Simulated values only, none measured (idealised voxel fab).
process module | voxel self aligned vias
cross-section cut | 215 nm wide | cells 5 nm
A cross-section is a grid of square cells, given in bands from the top down. A band is one or more rows of cells.
Each band's line starts with the height of the band's top and of its bottom, in nm. Then come its materials from left to right, each with its width in nm. One material with "throughout" fills the band from edge to edge. "air" is empty space.
Height 0 is the level under which the wafer as received is all one material. The lowest band goes on downwards, as in "0 down".
A width such as "30 to 40" changes by the same amount from each row of cells to the next, from the band's top row to its bottom row.
"no change" after a step means that no cell of the cross-section changed.
closed voids: empty space of 8 cells or more with no open way to the top, each as width x height at its distance from the left edge, in nm
after a step's settings: what the simulator itself notes on the step
overlay nm, on a step with a mask: how far to the right of its planned place the mask lay; to the left if negative
plan
1 op RECEIVE | material Si
2 op CONFORMAL_DEP | material SiO2 | thk nm 10
3 op CONFORMAL_DEP | material SiCN | thk nm 5
4 op DIRECTIONAL_DEP | material SiO2 | thk nm 20
5 op MASKED_ETCH | tone open | mask id LINES | width nm 20 | pitch nm 45 | etch materials SiO2 | depth nm 20 | overlay nm 0
6 op CONFORMAL_DEP | material TiN | thk nm 5
7 op FILL_DEP | material Ru | thk nm 10
8 op CMP | height nm 35
9 op SELECTIVE_ETCH | etch materials W Ru TiN | depth nm 5
10 op FILL_DEP | material SiN | thk nm 5
11 op CMP | height nm 35
12 op DIRECTIONAL_DEP | material SiO2 | thk nm 15
13 op DIRECTIONAL_DEP | material aC | thk nm 15
14 op PATTERN | tone open | mask id VIAS | material resist | width nm 30 | thk nm 35 | overlay nm 0
15 op DIRECTIONAL_ETCH | etch materials aC | depth nm 15
16 op STRIP | etch materials resist
17 op DIRECTIONAL_ETCH | etch materials SiO2 | depth nm 15
18 op DIRECTIONAL_ETCH | etch materials SiN | depth nm 5
19 op STRIP | etch materials aC
20 op CONFORMAL_DEP | material TiN | thk nm 5
21 op FILL_DEP | material W | thk nm 10
22 op CMP | height nm 50
23 op CONFORMAL_DEP | material SiN | thk nm 5
as received, after step 1
  0 down: Si throughout
  closed voids: none
a wafer at the end: this start, this plan, one mistake
  55 to 50: SiN throughout
  50 to 40: W 65 | TiN 5 | SiO2 30 | TiN 5 | W 110
  40 to 35: TiN 70 | SiO2 30 | TiN 25 | W 10 | TiN 80
  35 to 30: SiO2 75 | SiN 20 | SiO2 25 | TiN 20 | SiO2 75
  30 to 20: SiO2 75 | TiN 5 | Ru 10 | TiN 5 | SiO2 25 | TiN 5 | Ru 10 | TiN 5 | SiO2 75
  20 to 15: SiO2 75 | TiN 20 | SiO2 25 | TiN 20 | SiO2 75
  15 to 10: SiCN throughout
  10 to 0: SiO2 throughout
  0 down: Si throughout
  closed voids: none
what went wrong: step 14 ran as: op PATTERN | tone cover | mask id VIAS | material resist | width nm 30 | thk nm 35 | overlay nm 0
